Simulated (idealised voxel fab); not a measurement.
Process module, titled voxel gate over fins
Pictured: cross-section cut, 220 nm wide, on a grid of 5 nm square cells.
Cross-sections here: square-cell grids, written as top-down lists of bands, a band being one or more rows of cells. Quick guide to a band line: top height, bottom height (nm) up front; then every material left to right with its width in nm. Only one material and it's marked "edge to edge"? Then it fills the band edge to edge. And "air" just means empty space. It should be noted that heights are counted from 0, beneath which the wafer as supplied is of one material throughout, and that the lowest band possesses no lower boundary but continues downward, as written in "z 0 and below". Per-row width for "30..40": begins at first number (top row of band), ends at second number (bottom row), increment between rows held constant. "changes: none" -> step changed no cross-section cell. In the "Sealed void listing" entry, you get each enclosed empty space of 8 cells or more, one with no open way to the top, written width x height at distance, distance from the left edge, in nm. Post-settings text on a step line: simulator's own remark regarding the step. overlay nm: how far to the right of its planned place the mask lay on this masked step (negative: to the left). The remainder of this document consists of a sequence of paired cross-sections. Each pair presents the cross-section prior to one process step together with the cross-section following it, the latter being rendered only as deep as the lowest band that underwent change. The intervening step, together with its settings, is stated beneath each pair. Because the pairs may originate from different runs of this module on the same starting wafer, a given pair is to be read as continuing from the preceding pair only where its entry headed "Structure before processing" so indicates.

**Structure before processing**
  z 25 to 10 | 20 nm air  15 nm resist  35 nm air  15 nm resist  35 nm air  15 nm resist  35 nm air  15 nm resist  35 nm air
  z 10 to 0 | 20 nm air  15 nm SiN  35 nm air  15 nm SiN  35 nm air  15 nm SiN  35 nm air  15 nm SiN  35 nm air
  z 0 and below | Si edge to edge
  Sealed void listing: none

**Section, Post-Step**
  z 25 to 10 | 20 nm air  15 nm resist  35 nm air  15 nm resist  35 nm air  15 nm resist  35 nm air  15 nm resist  35 nm air
  z 10 to 0 | 20 nm air  15 nm SiN  35 nm air  15 nm SiN  35 nm air  15 nm SiN  35 nm air  15 nm SiN  35 nm air
  z 0 to -35 | 20 nm air  15 nm Si  35 nm air  15 nm Si  35 nm air  15 nm Si  35 nm air  15 nm Si  35 nm air
  Anything lower than -35 is untouched.
  Sealed void listing: none
Relating the two cross-sections above, the step in between is DIRECTIONAL_ETCH, etch materials Si, depth nm 35

Structure before processing: we pick up right where the pair above leaves off, with its after cross-section.

**Section, Post-Step**
  z 10 to 0 | 20 nm air  15 nm SiN  35 nm air  15 nm SiN  35 nm air  15 nm SiN  35 nm air  15 nm SiN  35 nm air
  Anything lower than 0 is untouched.
  Sealed void listing: none
Relating the two cross-sections above, the step in between is STRIP, etch materials resist

Structure before processing: we pick up right where the pair above leaves off, with its after cross-section.

**Section, Post-Step**
  z 10 to 0 | 20 nm air  15 nm SiN  35 nm air  15 nm SiN  35 nm air  15 nm SiN  35 nm air  15 nm SiN  35 nm air
  z 0 to -35 | 20 nm air  5 nm SiO2  5 nm Si  5 nm SiO2  35 nm air  5 nm SiO2  5 nm Si  5 nm SiO2  35 nm air  5 nm SiO2  5 nm Si  5 nm SiO2  35 nm air  5 nm SiO2  5 nm Si  5 nm SiO2  35 nm air
  z -35 to -40 | 25 nm SiO2  5 nm Si  45 nm SiO2  5 nm Si  45 nm SiO2  5 nm Si  45 nm SiO2  5 nm Si  40 nm SiO2
  Anything lower than -40 is untouched.
  Sealed void listing: none
Relating the two cross-sections above, the step in between is OXIDIZE, depth nm 5

Structure before processing: we pick up right where the pair above leaves off, with its after cross-section.

**Section, Post-Step**
  z 20 to 10 | SiO2 edge to edge
  z 10 to 0 | 20 nm SiO2  15 nm SiN  35 nm SiO2  15 nm SiN  35 nm SiO2  15 nm SiN  35 nm SiO2  15 nm SiN  35 nm SiO2
  z 0 to -40 | 25 nm SiO2  5 nm Si  45 nm SiO2  5 nm Si  45 nm SiO2  5 nm Si  45 nm SiO2  5 nm Si  40 nm SiO2
  Anything lower than -40 is untouched.
  Sealed void listing: none
Relating the two cross-sections above, the step in between is FILL_DEP, material SiO2, thk nm 10

Structure before processing: we pick up right where the pair above leaves off, with its after cross-section.

**Section, Post-Step**
  z 10 to 0 | 20 nm SiO2  15 nm SiN  35 nm SiO2  15 nm SiN  35 nm SiO2  15 nm SiN  35 nm SiO2  15 nm SiN  35 nm SiO2
  Anything lower than 0 is untouched.
  Sealed void listing: none
Relating the two cross-sections above, the step in between is CMP, height nm 10

Structure before processing: we pick up right where the pair above leaves off, with its after cross-section.

**Section, Post-Step**
  z 30 to 10 | 50 nm resist  15 nm air  155 nm resist
  Anything lower than 10 is untouched.
  Sealed void listing: none
Relating the two cross-sections above, the step in between is PATTERN, tone open, mask id RAIL, material resist, width nm 15, thk nm 20, overlay nm 0

Structure before processing: we pick up right where the pair above leaves off, with its after cross-section.

**Section, Post-Step**
  z 30 to 10 | 50 nm resist  15 nm air  155 nm resist
  z 10 to 0 | 20 nm SiO2  15 nm SiN  15 nm SiO2  15 nm air  5 nm SiO2  15 nm SiN  35 nm SiO2  15 nm SiN  35 nm SiO2  15 nm SiN  35 nm SiO2
  z 0 to -30 | 25 nm SiO2  5 nm Si  20 nm SiO2  15 nm air  10 nm SiO2  5 nm Si  45 nm SiO2  5 nm Si  45 nm SiO2  5 nm Si  40 nm SiO2
  Anything lower than -30 is untouched.
  Sealed void listing: none
Relating the two cross-sections above, the step in between is DIRECTIONAL_ETCH, etch materials SiO2, depth nm 40

Structure before processing: we pick up right where the pair above leaves off, with its after cross-section.

**Section, Post-Step**
  z 10 to 0 | 20 nm SiO2  15 nm SiN  15 nm SiO2  15 nm air  5 nm SiO2  15 nm SiN  35 nm SiO2  15 nm SiN  35 nm SiO2  15 nm SiN  35 nm SiO2
  Anything lower than 0 is untouched.
  Sealed void listing: none
Relating the two cross-sections above, the step in between is STRIP, etch materials resist

Structure before processing: we pick up right where the pair above leaves off, with its after cross-section.

**Section, Post-Step**
  z 15 to 10 | 55 nm TiN  5 nm air  160 nm TiN
  z 10 to 0 | 20 nm SiO2  15 nm SiN  15 nm SiO2  5 nm TiN  5 nm air  5 nm TiN  5 nm SiO2  15 nm SiN  35 nm SiO2  15 nm SiN  35 nm SiO2  15 nm SiN  35 nm SiO2
  z 0 to -25 | 25 nm SiO2  5 nm Si  20 nm SiO2  5 nm TiN  5 nm air  5 nm TiN  10 nm SiO2  5 nm Si  45 nm SiO2  5 nm Si  45 nm SiO2  5 nm Si  40 nm SiO2
  z -25 to -30 | 25 nm SiO2  5 nm Si  20 nm SiO2  15 nm TiN  10 nm SiO2  5 nm Si  45 nm SiO2  5 nm Si  45 nm SiO2  5 nm Si  40 nm SiO2
  Anything lower than -30 is untouched.
  Sealed void listing: none
Relating the two cross-sections above, the step in between is CONFORMAL_DEP, material TiN, thk nm 5

Structure before processing: we pick up right where the pair above leaves off, with its after cross-section.

**Section, Post-Step**
  z 20 to 15 | W edge to edge
  z 15 to 10 | 55 nm TiN  5 nm W  160 nm TiN
  z 10 to 0 | 20 nm SiO2  15 nm SiN  15 nm SiO2  5 nm TiN  5 nm W  5 nm TiN  5 nm SiO2  15 nm SiN  35 nm SiO2  15 nm SiN  35 nm SiO2  15 nm SiN  35 nm SiO2
  z 0 to -25 | 25 nm SiO2  5 nm Si  20 nm SiO2  5 nm TiN  5 nm W  5 nm TiN  10 nm SiO2  5 nm Si  45 nm SiO2  5 nm Si  45 nm SiO2  5 nm Si  40 nm SiO2
  Anything lower than -25 is untouched.
  Sealed void listing: none
Relating the two cross-sections above, the step in between is FILL_DEP, material W, thk nm 5

Structure before processing: we pick up right where the pair above leaves off, with its after cross-section.

**Section, Post-Step**
  z 10 to 0 | 20 nm SiO2  15 nm SiN  15 nm SiO2  5 nm TiN  5 nm W  5 nm TiN  5 nm SiO2  15 nm SiN  35 nm SiO2  15 nm SiN  35 nm SiO2  15 nm SiN  35 nm SiO2
  Anything lower than 0 is untouched.
  Sealed void listing: none
Relating the two cross-sections above, the step in between is CMP, height nm 10

Structure before processing: we pick up right where the pair above leaves off, with its after cross-section.

**Section, Post-Step**
  z 10 to 0 | 20 nm SiO2  15 nm SiN  15 nm SiO2  15 nm air  5 nm SiO2  15 nm SiN  35 nm SiO2  15 nm SiN  35 nm SiO2  15 nm SiN  35 nm SiO2
  z 0 to -20 | 25 nm SiO2  5 nm Si  20 nm SiO2  15 nm air  10 nm SiO2  5 nm Si  45 nm SiO2  5 nm Si  45 nm SiO2  5 nm Si  40 nm SiO2
  Anything lower than -20 is untouched.
  Sealed void listing: none
Relating the two cross-sections above, the step in between is SELECTIVE_ETCH, etch materials W Ru TiN, depth nm 30

Structure before processing: we pick up right where the pair above leaves off, with its after cross-section.

**Section, Post-Step**
  z 15 to 10 | SiO2 edge to edge
  z 10 to 0 | 20 nm SiO2  15 nm SiN  35 nm SiO2  15 nm SiN  35 nm SiO2  15 nm SiN  35 nm SiO2  15 nm SiN  35 nm SiO2
  z 0 to -20 | 25 nm SiO2  5 nm Si  45 nm SiO2  5 nm Si  45 nm SiO2  5 nm Si  45 nm SiO2  5 nm Si  40 nm SiO2
  Anything lower than -20 is untouched.
  Sealed void listing: none
Relating the two cross-sections above, the step in between is FILL_DEP, material SiO2, thk nm 5

Structure before processing: we pick up right where the pair above leaves off, with its after cross-section.

**Section, Post-Step**
  z 10 to 0 | 20 nm SiO2  15 nm SiN  35 nm SiO2  15 nm SiN  35 nm SiO2  15 nm SiN  35 nm SiO2  15 nm SiN  35 nm SiO2
  Anything lower than 0 is untouched.
  Sealed void listing: none
Relating the two cross-sections above, the step in between is CMP, height nm 10

Structure before processing: we pick up right where the pair above leaves off, with its after cross-section.

**Section, Post-Step**
  z 10 to 0 | 20 nm air  15 nm SiN  35 nm air  15 nm SiN  35 nm air  15 nm SiN  35 nm air  15 nm SiN  35 nm air
  z 0 to -15 | 25 nm air  5 nm Si  45 nm air  5 nm Si  45 nm air  5 nm Si  45 nm air  5 nm Si  40 nm air
  Anything lower than -15 is untouched.
  Sealed void listing: none
Relating the two cross-sections above, the step in between is SELECTIVE_ETCH, etch materials SiO2, depth nm 25

Structure before processing: we pick up right where the pair above leaves off, with its after cross-section.

**Section, Post-Step**
  z 0 to -15 | 25 nm air  5 nm Si  45 nm air  5 nm Si  45 nm air  5 nm Si  45 nm air  5 nm Si  40 nm air
  Anything lower than -15 is untouched.
  Sealed void listing: none
Relating the two cross-sections above, the step in between is STRIP, etch materials SiN

Structure before processing: we pick up right where the pair above leaves off, with its after cross-section.

**Section, Post-Step**
  z 5 to 0 | 20 nm air  15 nm HfO2  35 nm air  15 nm HfO2  35 nm air  15 nm HfO2  35 nm air  15 nm HfO2  35 nm air
  z 0 to -10 | 20 nm air  5 nm HfO2  5 nm Si  5 nm HfO2  35 nm air  5 nm HfO2  5 nm Si  5 nm HfO2  35 nm air  5 nm HfO2  5 nm Si  5 nm HfO2  35 nm air  5 nm HfO2  5 nm Si  5 nm HfO2  35 nm air
  z -10 to -15 | 25 nm HfO2  5 nm Si  45 nm HfO2  5 nm Si  45 nm HfO2  5 nm Si  45 nm HfO2  5 nm Si  40 nm HfO2
  Anything lower than -15 is untouched.
  Sealed void listing: none
Relating the two cross-sections above, the step in between is CONFORMAL_DEP, material HfO2, thk nm 5

Structure before processing: we pick up right where the pair above leaves off, with its after cross-section.

**Section, Post-Step**
  z 10 to 5 | 15 nm air  25 nm TiN  25 nm air  25 nm TiN  25 nm air  25 nm TiN  25 nm air  25 nm TiN  30 nm air
  z 5 to 0 | 15 nm air  5 nm TiN  15 nm HfO2  5 nm TiN  25 nm air  5 nm TiN  15 nm HfO2  5 nm TiN  25 nm air  5 nm TiN  15 nm HfO2  5 nm TiN  25 nm air  5 nm TiN  15 nm HfO2  5 nm TiN  30 nm air
  z 0 to -5 | 15 nm air  5 nm TiN  5 nm HfO2  5 nm Si  5 nm HfO2  5 nm TiN  25 nm air  5 nm TiN  5 nm HfO2  5 nm Si  5 nm HfO2  5 nm TiN  25 nm air  5 nm TiN  5 nm HfO2  5 nm Si  5 nm HfO2  5 nm TiN  25 nm air  5 nm TiN  5 nm HfO2  5 nm Si  5 nm HfO2  5 nm TiN  30 nm air
  z -5 to -10 | 20 nm TiN  5 nm HfO2  5 nm Si  5 nm HfO2  35 nm TiN  5 nm HfO2  5 nm Si  5 nm HfO2  35 nm TiN  5 nm HfO2  5 nm Si  5 nm HfO2  35 nm TiN  5 nm HfO2  5 nm Si  5 nm HfO2  35 nm TiN
  Anything lower than -10 is untouched.
  Sealed void listing: none
Relating the two cross-sections above, the step in between is CONFORMAL_DEP, material TiN, thk nm 5

Structure before processing: we pick up right where the pair above leaves off, with its after cross-section.

**Section, Post-Step**
  z 25 to 10 | W edge to edge
  z 10 to 5 | 15 nm W  25 nm TiN  25 nm W  25 nm TiN  25 nm W  25 nm TiN  25 nm W  25 nm TiN  30 nm W
  z 5 to 0 | 15 nm W  5 nm TiN  15 nm HfO2  5 nm TiN  25 nm W  5 nm TiN  15 nm HfO2  5 nm TiN  25 nm W  5 nm TiN  15 nm HfO2  5 nm TiN  25 nm W  5 nm TiN  15 nm HfO2  5 nm TiN  30 nm W
  z 0 to -5 | 15 nm W  5 nm TiN  5 nm HfO2  5 nm Si  5 nm HfO2  5 nm TiN  25 nm W  5 nm TiN  5 nm HfO2  5 nm Si  5 nm HfO2  5 nm TiN  25 nm W  5 nm TiN  5 nm HfO2  5 nm Si  5 nm HfO2  5 nm TiN  25 nm W  5 nm TiN  5 nm HfO2  5 nm Si  5 nm HfO2  5 nm TiN  30 nm W
  Anything lower than -5 is untouched.
  Sealed void listing: none
Relating the two cross-sections above, the step in between is FILL_DEP, material W, thk nm 15

Structure before processing: we pick up right where the pair above leaves off, with its after cross-section.

**Section, Post-Step**
  z 20 to 10 | W edge to edge
  Anything lower than 10 is untouched.
  Sealed void listing: none
Relating the two cross-sections above, the step in between is CMP, height nm 20

Structure before processing: we pick up right where the pair above leaves off, with its after cross-section.

**Section, Post-Step**
  z 30 to 20 | SiCN edge to edge
  Anything lower than 20 is untouched.
  Sealed void listing: none
Relating the two cross-sections above, the step in between is CONFORMAL_DEP, material SiCN, thk nm 10

**Structure before processing**
  z 10 to 0 | 25 nm air  15 nm SiN  35 nm air  15 nm SiN  35 nm air  15 nm SiN  35 nm air  15 nm SiN  30 nm air
  z 0 to -35 | 25 nm air  5 nm SiO2  5 nm Si  5 nm SiO2  35 nm air  5 nm SiO2  5 nm Si  5 nm SiO2  35 nm air  5 nm SiO2  5 nm Si  5 nm SiO2  35 nm air  5 nm SiO2  5 nm Si  5 nm SiO2  30 nm air
  z -35 to -40 | 30 nm SiO2  5 nm Si  45 nm SiO2  5 nm Si  45 nm SiO2  5 nm Si  45 nm SiO2  5 nm Si  35 nm SiO2
  z -40 and below | Si edge to edge
  Sealed void listing: none

**Section, Post-Step**
  z 20 to 10 | HfO2 edge to edge
  z 10 to 0 | 25 nm HfO2  15 nm SiN  35 nm HfO2  15 nm SiN  35 nm HfO2  15 nm SiN  35 nm HfO2  15 nm SiN  30 nm HfO2
  z 0 to -35 | 25 nm HfO2  5 nm SiO2  5 nm Si  5 nm SiO2  35 nm HfO2  5 nm SiO2  5 nm Si  5 nm SiO2  35 nm HfO2  5 nm SiO2  5 nm Si  5 nm SiO2  35 nm HfO2  5 nm SiO2  5 nm Si  5 nm SiO2  30 nm HfO2
  Anything lower than -35 is untouched.
  Sealed void listing: none
Relating the two cross-sections above, the step in between is FILL_DEP, material HfO2, thk nm 10

Structure before processing: we pick up right where the pair above leaves off, with its after cross-section.

**Section, Post-Step**
  z 10 to 0 | 25 nm HfO2  15 nm SiN  35 nm HfO2  15 nm SiN  35 nm HfO2  15 nm SiN  35 nm HfO2  15 nm SiN  30 nm HfO2
  Anything lower than 0 is untouched.
  Sealed void listing: none
Relating the two cross-sections above, the step in between is CMP, height nm 10

Structure before processing: we pick up right where the pair above leaves off, with its after cross-section.

**Section, Post-Step**
  z 30 to 10 | 50 nm resist  15 nm air  155 nm resist
  Anything lower than 10 is untouched.
  Sealed void listing: none
Relating the two cross-sections above, the step in between is PATTERN, tone open, mask id RAIL, material resist, width nm 15, thk nm 20, overlay nm 0

Structure before processing: we pick up right where the pair above leaves off, with its after cross-section.

**Section, Post-Step**
  z 10 to 0 | 25 nm HfO2  15 nm SiN  35 nm HfO2  15 nm SiN  35 nm HfO2  15 nm SiN  35 nm HfO2  15 nm SiN  30 nm HfO2
  Anything lower than 0 is untouched.
  Sealed void listing: none
Relating the two cross-sections above, the step in between is STRIP, etch materials resist

Structure before processing: we pick up right where the pair above leaves off, with its after cross-section.

**Section, Post-Step**
  z 15 to 10 | TiN edge to edge
  Anything lower than 10 is untouched.
  Sealed void listing: none
Relating the two cross-sections above, the step in between is CONFORMAL_DEP, material TiN, thk nm 5

Structure before processing: we pick up right where the pair above leaves off, with its after cross-section.

**Section, Post-Step**
  z 20 to 15 | W edge to edge
  Anything lower than 15 is untouched.
  Sealed void listing: none
Relating the two cross-sections above, the step in between is FILL_DEP, material W, thk nm 5

Structure before processing: we pick up right where the pair above leaves off, with its after cross-section.

**Section, Post-Step**
  z 10 to 0 | 25 nm HfO2  15 nm SiN  35 nm HfO2  15 nm SiN  35 nm HfO2  15 nm SiN  35 nm HfO2  15 nm SiN  30 nm HfO2
  Anything lower than 0 is untouched.
  Sealed void listing: none
Relating the two cross-sections above, the step in between is CMP, height nm 10

Structure before processing: we pick up right where the pair above leaves off, with its after cross-section.

**Section, Post-Step**
  z 15 to 10 | SiO2 edge to edge
  Anything lower than 10 is untouched.
  Sealed void listing: none
Relating the two cross-sections above, the step in between is FILL_DEP, material SiO2, thk nm 5

Structure before processing: we pick up right where the pair above leaves off, with its after cross-section.

**Section, Post-Step**
  z 10 to 0 | 25 nm HfO2  15 nm SiN  35 nm HfO2  15 nm SiN  35 nm HfO2  15 nm SiN  35 nm HfO2  15 nm SiN  30 nm HfO2
  Anything lower than 0 is untouched.
  Sealed void listing: none
Relating the two cross-sections above, the step in between is CMP, height nm 10

Structure before processing: we pick up right where the pair above leaves off, with its after cross-section.

**Section, Post-Step**
  z 10 to 0 | 25 nm HfO2  15 nm air  35 nm HfO2  15 nm air  35 nm HfO2  15 nm air  35 nm HfO2  15 nm air  30 nm HfO2
  Anything lower than 0 is untouched.
  Sealed void listing: none
Relating the two cross-sections above, the step in between is STRIP, etch materials SiN

Structure before processing: we pick up right where the pair above leaves off, with its after cross-section.

**Section, Post-Step**
  z 15 to 5 | 30 nm HfO2  5 nm air  45 nm HfO2  5 nm air  45 nm HfO2  5 nm air  45 nm HfO2  5 nm air  35 nm HfO2
  z 5 to 0 | HfO2 edge to edge
  Anything lower than 0 is untouched.
  Sealed void listing: none
Relating the two cross-sections above, the step in between is CONFORMAL_DEP, material HfO2, thk nm 5

Structure before processing: we pick up right where the pair above leaves off, with its after cross-section.

**Section, Post-Step**
  z 20 to 15 | TiN edge to edge
  z 15 to 5 | 30 nm HfO2  5 nm TiN  45 nm HfO2  5 nm TiN  45 nm HfO2  5 nm TiN  45 nm HfO2  5 nm TiN  35 nm HfO2
  Anything lower than 5 is untouched.
  Sealed void listing: none
Relating the two cross-sections above, the step in between is CONFORMAL_DEP, material TiN, thk nm 5

Structure before processing: we pick up right where the pair above leaves off, with its after cross-section.

**Section, Post-Step**
  z 35 to 20 | W edge to edge
  Anything lower than 20 is untouched.
  Sealed void listing: none
Relating the two cross-sections above, the step in between is FILL_DEP, material W, thk nm 15

Structure before processing: we pick up right where the pair above leaves off, with its after cross-section.

**Section, Post-Step**
  z 20 to 15 | TiN edge to edge
  Anything lower than 15 is untouched.
  Sealed void listing: none
Relating the two cross-sections above, the step in between is CMP, height nm 20

Structure before processing: we pick up right where the pair above leaves off, with its after cross-section.

**Section, Post-Step**
  z 30 to 20 | SiCN edge to edge
  Anything lower than 20 is untouched.
  Sealed void listing: none
Relating the two cross-sections above, the step in between is CONFORMAL_DEP, material SiCN, thk nm 10

**Structure before processing**
  z 10 to 0 | SiN edge to edge
  z 0 and below | Si edge to edge
  Sealed void listing: none

**Section, Post-Step**
  z 25 to 10 | 25 nm resist  15 nm air  35 nm resist  15 nm air  35 nm resist  15 nm air  35 nm resist  15 nm air  30 nm resist
  Anything lower than 10 is untouched.
  Sealed void listing: none
Relating the two cross-sections above, the step in between is PATTERN, tone open, mask id FINS, material resist, width nm 15, pitch nm 50, thk nm 15, overlay nm 0

Structure before processing: we pick up right where the pair above leaves off, with its after cross-section.

**Section, Post-Step**
  z 25 to 10 | 25 nm resist  15 nm air  35 nm resist  15 nm air  35 nm resist  15 nm air  35 nm resist  15 nm air  30 nm resist
  z 10 to 0 | 25 nm SiN  15 nm air  35 nm SiN  15 nm air  35 nm SiN  15 nm air  35 nm SiN  15 nm air  30 nm SiN
  Anything lower than 0 is untouched.
  Sealed void listing: none
Relating the two cross-sections above, the step in between is DIRECTIONAL_ETCH, etch materials SiN, depth nm 10

Structure before processing: we pick up right where the pair above leaves off, with its after cross-section.

**Section, Post-Step**
  z 25 to 10 | 25 nm resist  15 nm air  35 nm resist  15 nm air  35 nm resist  15 nm air  35 nm resist  15 nm air  30 nm resist
  z 10 to 0 | 25 nm SiN  15 nm air  35 nm SiN  15 nm air  35 nm SiN  15 nm air  35 nm SiN  15 nm air  30 nm SiN
  z 0 to -35 | 25 nm Si  15 nm air  35 nm Si  15 nm air  35 nm Si  15 nm air  35 nm Si  15 nm air  30 nm Si
  Anything lower than -35 is untouched.
  Sealed void listing: none
Relating the two cross-sections above, the step in between is DIRECTIONAL_ETCH, etch materials Si, depth nm 35

Structure before processing: we pick up right where the pair above leaves off, with its after cross-section.

**Section, Post-Step**
  z 10 to 0 | 25 nm SiN  15 nm air  35 nm SiN  15 nm air  35 nm SiN  15 nm air  35 nm SiN  15 nm air  30 nm SiN
  Anything lower than 0 is untouched.
  Sealed void listing: none
Relating the two cross-sections above, the step in between is STRIP, etch materials resist

Structure before processing: we pick up right where the pair above leaves off, with its after cross-section.

**Section, Post-Step**
  z 10 to 0 | 25 nm SiN  15 nm air  35 nm SiN  15 nm air  35 nm SiN  15 nm air  35 nm SiN  15 nm air  30 nm SiN
  z 0 to -35 | 20 nm Si  5 nm SiO2  15 nm air  5 nm SiO2  25 nm Si  5 nm SiO2  15 nm air  5 nm SiO2  25 nm Si  5 nm SiO2  15 nm air  5 nm SiO2  25 nm Si  5 nm SiO2  15 nm air  5 nm SiO2  25 nm Si
  z -35 to -40 | 20 nm Si  25 nm SiO2  25 nm Si  25 nm SiO2  25 nm Si  25 nm SiO2  25 nm Si  25 nm SiO2  25 nm Si
  Anything lower than -40 is untouched.
  Sealed void listing: none
Relating the two cross-sections above, the step in between is OXIDIZE, depth nm 5

Structure before processing: we pick up right where the pair above leaves off, with its after cross-section.

**Section, Post-Step**
  z 20 to 10 | SiO2 edge to edge
  z 10 to 0 | 25 nm SiN  15 nm SiO2  35 nm SiN  15 nm SiO2  35 nm SiN  15 nm SiO2  35 nm SiN  15 nm SiO2  30 nm SiN
  z 0 to -40 | 20 nm Si  25 nm SiO2  25 nm Si  25 nm SiO2  25 nm Si  25 nm SiO2  25 nm Si  25 nm SiO2  25 nm Si
  Anything lower than -40 is untouched.
  Sealed void listing: none
Relating the two cross-sections above, the step in between is FILL_DEP, material SiO2, thk nm 10

Structure before processing: we pick up right where the pair above leaves off, with its after cross-section.

**Section, Post-Step**
  z 10 to 0 | 25 nm SiN  15 nm SiO2  35 nm SiN  15 nm SiO2  35 nm SiN  15 nm SiO2  35 nm SiN  15 nm SiO2  30 nm SiN
  Anything lower than 0 is untouched.
  Sealed void listing: none
Relating the two cross-sections above, the step in between is CMP, height nm 10

Structure before processing: we pick up right where the pair above leaves off, with its after cross-section.

**Section, Post-Step**
  z 30 to 10 | 50 nm resist  15 nm air  155 nm resist
  Anything lower than 10 is untouched.
  Sealed void listing: none
Relating the two cross-sections above, the step in between is PATTERN, tone open, mask id RAIL, material resist, width nm 15, thk nm 20, overlay nm 0

Structure before processing: we pick up right where the pair above leaves off, with its after cross-section.

**Section, Post-Step**
  z 10 to 0 | 25 nm SiN  15 nm SiO2  35 nm SiN  15 nm SiO2  35 nm SiN  15 nm SiO2  35 nm SiN  15 nm SiO2  30 nm SiN
  Anything lower than 0 is untouched.
  Sealed void listing: none
Relating the two cross-sections above, the step in between is STRIP, etch materials resist

Structure before processing: we pick up right where the pair above leaves off, with its after cross-section.

**Section, Post-Step**
  z 15 to 10 | TiN edge to edge
  Anything lower than 10 is untouched.
  Sealed void listing: none
Relating the two cross-sections above, the step in between is CONFORMAL_DEP, material TiN, thk nm 5

Structure before processing: we pick up right where the pair above leaves off, with its after cross-section.

**Section, Post-Step**
  z 20 to 15 | W edge to edge
  Anything lower than 15 is untouched.
  Sealed void listing: none
Relating the two cross-sections above, the step in between is FILL_DEP, material W, thk nm 5

Structure before processing: we pick up right where the pair above leaves off, with its after cross-section.

**Section, Post-Step**
  z 10 to 0 | 25 nm SiN  15 nm SiO2  35 nm SiN  15 nm SiO2  35 nm SiN  15 nm SiO2  35 nm SiN  15 nm SiO2  30 nm SiN
  Anything lower than 0 is untouched.
  Sealed void listing: none
Relating the two cross-sections above, the step in between is CMP, height nm 10

Structure before processing: we pick up right where the pair above leaves off, with its after cross-section.

**Section, Post-Step**
  z 15 to 10 | SiO2 edge to edge
  Anything lower than 10 is untouched.
  Sealed void listing: none
Relating the two cross-sections above, the step in between is FILL_DEP, material SiO2, thk nm 5

Structure before processing: we pick up right where the pair above leaves off, with its after cross-section.

**Section, Post-Step**
  z 10 to 0 | 25 nm SiN  15 nm SiO2  35 nm SiN  15 nm SiO2  35 nm SiN  15 nm SiO2  35 nm SiN  15 nm SiO2  30 nm SiN
  Anything lower than 0 is untouched.
  Sealed void listing: none
Relating the two cross-sections above, the step in between is CMP, height nm 10

Structure before processing: we pick up right where the pair above leaves off, with its after cross-section.

**Section, Post-Step**
  z 10 to 0 | 25 nm SiN  15 nm air  35 nm SiN  15 nm air  35 nm SiN  15 nm air  35 nm SiN  15 nm air  30 nm SiN
  z 0 to -15 | 20 nm Si  25 nm air  25 nm Si  25 nm air  25 nm Si  25 nm air  25 nm Si  25 nm air  25 nm Si
  Anything lower than -15 is untouched.
  Sealed void listing: none
Relating the two cross-sections above, the step in between is SELECTIVE_ETCH, etch materials SiO2, depth nm 25

Structure before processing: we pick up right where the pair above leaves off, with its after cross-section.

**Section, Post-Step**
  z 0 to -15 | 20 nm Si  25 nm air  25 nm Si  25 nm air  25 nm Si  25 nm air  25 nm Si  25 nm air  25 nm Si
  Anything lower than -15 is untouched.
  Sealed void listing: none
Relating the two cross-sections above, the step in between is STRIP, etch materials SiN

Structure before processing: we pick up right where the pair above leaves off, with its after cross-section.

**Section, Post-Step**
  z 5 to 0 | 25 nm HfO2  15 nm air  35 nm HfO2  15 nm air  35 nm HfO2  15 nm air  35 nm HfO2  15 nm air  30 nm HfO2
  z 0 to -10 | 20 nm Si  5 nm HfO2  15 nm air  5 nm HfO2  25 nm Si  5 nm HfO2  15 nm air  5 nm HfO2  25 nm Si  5 nm HfO2  15 nm air  5 nm HfO2  25 nm Si  5 nm HfO2  15 nm air  5 nm HfO2  25 nm Si
  z -10 to -15 | 20 nm Si  25 nm HfO2  25 nm Si  25 nm HfO2  25 nm Si  25 nm HfO2  25 nm Si  25 nm HfO2  25 nm Si
  Anything lower than -15 is untouched.
  Sealed void listing: none
Relating the two cross-sections above, the step in between is CONFORMAL_DEP, material HfO2, thk nm 5

Structure before processing: we pick up right where the pair above leaves off, with its after cross-section.

**Section, Post-Step**
  z 10 to 5 | 30 nm TiN  5 nm air  45 nm TiN  5 nm air  45 nm TiN  5 nm air  45 nm TiN  5 nm air  35 nm TiN
  z 5 to 0 | 25 nm HfO2  5 nm TiN  5 nm air  5 nm TiN  35 nm HfO2  5 nm TiN  5 nm air  5 nm TiN  35 nm HfO2  5 nm TiN  5 nm air  5 nm TiN  35 nm HfO2  5 nm TiN  5 nm air  5 nm TiN  30 nm HfO2
  z 0 to -5 | 20 nm Si  5 nm HfO2  5 nm TiN  5 nm air  5 nm TiN  5 nm HfO2  25 nm Si  5 nm HfO2  5 nm TiN  5 nm air  5 nm TiN  5 nm HfO2  25 nm Si  5 nm HfO2  5 nm TiN  5 nm air  5 nm TiN  5 nm HfO2  25 nm Si  5 nm HfO2  5 nm TiN  5 nm air  5 nm TiN  5 nm HfO2  25 nm Si
  z -5 to -10 | 20 nm Si  5 nm HfO2  15 nm TiN  5 nm HfO2  25 nm Si  5 nm HfO2  15 nm TiN  5 nm HfO2  25 nm Si  5 nm HfO2  15 nm TiN  5 nm HfO2  25 nm Si  5 nm HfO2  15 nm TiN  5 nm HfO2  25 nm Si
  Anything lower than -10 is untouched.
  Sealed void listing: none
Relating the two cross-sections above, the step in between is CONFORMAL_DEP, material TiN, thk nm 5

Structure before processing: we pick up right where the pair above leaves off, with its after cross-section.

**Section, Post-Step**
  z 25 to 10 | W edge to edge
  z 10 to 5 | 30 nm TiN  5 nm W  45 nm TiN  5 nm W  45 nm TiN  5 nm W  45 nm TiN  5 nm W  35 nm TiN
  z 5 to 0 | 25 nm HfO2  5 nm TiN  5 nm W  5 nm TiN  35 nm HfO2  5 nm TiN  5 nm W  5 nm TiN  35 nm HfO2  5 nm TiN  5 nm W  5 nm TiN  35 nm HfO2  5 nm TiN  5 nm W  5 nm TiN  30 nm HfO2
  z 0 to -5 | 20 nm Si  5 nm HfO2  5 nm TiN  5 nm W  5 nm TiN  5 nm HfO2  25 nm Si  5 nm HfO2  5 nm TiN  5 nm W  5 nm TiN  5 nm HfO2  25 nm Si  5 nm HfO2  5 nm TiN  5 nm W  5 nm TiN  5 nm HfO2  25 nm Si  5 nm HfO2  5 nm TiN  5 nm W  5 nm TiN  5 nm HfO2  25 nm Si
  Anything lower than -5 is untouched.
  Sealed void listing: none
Relating the two cross-sections above, the step in between is FILL_DEP, material W, thk nm 15

Structure before processing: we pick up right where the pair above leaves off, with its after cross-section.

**Section, Post-Step**
  z 20 to 10 | W edge to edge
  Anything lower than 10 is untouched.
  Sealed void listing: none
Relating the two cross-sections above, the step in between is CMP, height nm 20

Structure before processing: we pick up right where the pair above leaves off, with its after cross-section.

**Section, Post-Step**
  z 30 to 20 | SiCN edge to edge
  Anything lower than 20 is untouched.
  Sealed void listing: none
Relating the two cross-sections above, the step in between is CONFORMAL_DEP, material SiCN, thk nm 10
